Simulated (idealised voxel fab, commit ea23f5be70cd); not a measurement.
A process module follows: voxel local oxidation.
Pictured: cross-section cut, 295 nm wide, on a grid of 5 nm square cells.
When this document writes out a cross-section, it uses a grid of square cells and lists it as bands, beginning at the top and moving down, with a band standing for one or more rows of cells. Band: top height; bottom height; in nm. Then, left to right: material with width in nm, for each material. "all across": a single material spanning edge to edge. "empty": empty space. Basically, 0 is our baseline, since under it the wafer straight out of the box is all one material. The bottom band has no lower end and keeps on going down, so it looks like "z 0 and below". A width given as "30 to 40" starts at the first number in the band's top row and ends at the second number in its bottom row, shifting by an equal amount at every step from row to row. Where a step carries "all unchanged", the cross-section came out of it unchanged, cell for cell. Voids not open to the top, 8 cells minimum: see "closed voids". Written width x height at distance; distance is from the left edge; nm. Where a step's line continues beyond its settings, the continuation is a remark by the simulator itself on that step. A step's line can hold "overlay nm"; with a mask on that step, the setting says how far right of the planned place the mask lay, while a negative setting says it lay to the left.
Set out below are the planned steps of the process:
1,RECEIVE: material Si
2,CONFORMAL_DEP: material SiO2, thk nm 5
3,CONFORMAL_DEP: material SiN, thk nm 15
4,MASKED_ETCH: tone cover, mask id ACTIVE, width nm 100, etch materials SiN, depth nm 15, overlay nm 0
5,SELECTIVE_ETCH: etch materials SiO2, depth nm 5
6,OXIDIZE: depth nm 10
7,STRIP: etch materials SiN
So this is the incoming wafer in cross-section - it's already been through step 1:
z 0 and below  Si all across
closed voids: none
a wafer at the end: this start, this plan, one mistake:
z 20 to 5  empty=95, then SiN=100, then empty=100
z 5 to 0  empty=100, then SiO2=90, then empty=105
z 0 to -10  SiO2=110, then Si=70, then SiO2=115
z -10 and below  Si all across
closed voids: none
The mistake made against the process plan was this: step 7 of the plan was excluded from execution and never run
